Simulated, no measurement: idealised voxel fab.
Name of the process module below: voxel double patterning
Xsec cut, 165 nm wide, square cell size 5 nm.
Bands, listed from the top down, are how a cross-section gets written in this document; the cross-section itself is a grid of square cells, and a band is one or more rows of them.
The band entry comprises the height of the band's top followed by the height of its bottom, expressed in nm, and subsequently the band's materials from left to right, each stated together with its width in nm. Where a single material is marked with the word "all across", that material fills the band from edge to edge. The word "empty" represents empty space.
Convention: height 0 is the level below which the wafer, as received, is all one material. The lowest band does not terminate at the bottom but continues downward, represented as "0 nm and below".
Read "30..40" as a graded width: first number on top, second number at the bottom, same change between each pair of neighbouring rows.
"no alteration" for a step: no cell of the cross-section changed in that step.
Entry "Voids lacking openings" = empty spaces >= 8 cells with no open way to the top; each as width x height at distance, distance from left edge, all nm.
Note: text after step settings on the step line = simulator remark on that step.
overlay nm: mask offset rightward from planned place, masked step; negative means leftward offset.
Plan
1) RECEIVE (material Si)
2) CONFORMAL_DEP (material SiN; thk nm 5)
3) DIRECTIONAL_DEP (material SiO2; thk nm 15)
4) DIRECTIONAL_DEP (material SiCN; thk nm 5)
5) DIRECTIONAL_DEP (material aC; thk nm 15)
6) PATTERN (tone open; mask id FIRST; material resist; width nm 15; pitch nm 50; thk nm 35; overlay nm 0)
7) DIRECTIONAL_ETCH (etch materials aC; depth nm 15)
8) STRIP (etch materials resist)
9) DIRECTIONAL_ETCH (etch materials SiCN; depth nm 5)
10) STRIP (etch materials aC)
11) DIRECTIONAL_DEP (material aC; thk nm 15)
12) PATTERN (tone open; mask id SECOND; material resist; width nm 15; thk nm 35; overlay nm 0)
13) DIRECTIONAL_ETCH (etch materials aC; depth nm 15)
14) STRIP (etch materials resist)
15) DIRECTIONAL_ETCH (etch materials SiCN; depth nm 5)
16) STRIP (etch materials aC)
17) DIRECTIONAL_ETCH (etch materials SiO2; depth nm 15)
18) STRIP (etch materials SiCN)
Wafer cross-section on receipt, i.e. after step 1
0 nm and below: Si all across
Voids lacking openings: none
First of two wafers, end-of-module section, run followed plan
20 nm to 5 nm: SiO2 50 nm  empty 15 nm  SiO2 10 nm  empty 15 nm  SiO2 10 nm  empty 15 nm  SiO2 50 nm
5 nm to 0 nm: SiN all across
0 nm and below: Si all across
Voids lacking openings: none
So this is wafer number two of the two, cut at the end of the module - it started where the first did and had the same plan, we just got one thing wrong running it
35 nm to 20 nm: SiO2 50 nm  empty 15 nm  SiO2 10 nm  empty 15 nm  SiO2 10 nm  empty 15 nm  SiO2 50 nm
20 nm to 5 nm: SiO2 all across
5 nm to 0 nm: SiN all across
0 nm and below: Si all across
Voids lacking openings: none
So what did we get wrong on this run? yeah, plan step 3 got run twice
Wrapping up, a cell-based count of both wafers puts the second over or under the first for these materials: SiO2 +99
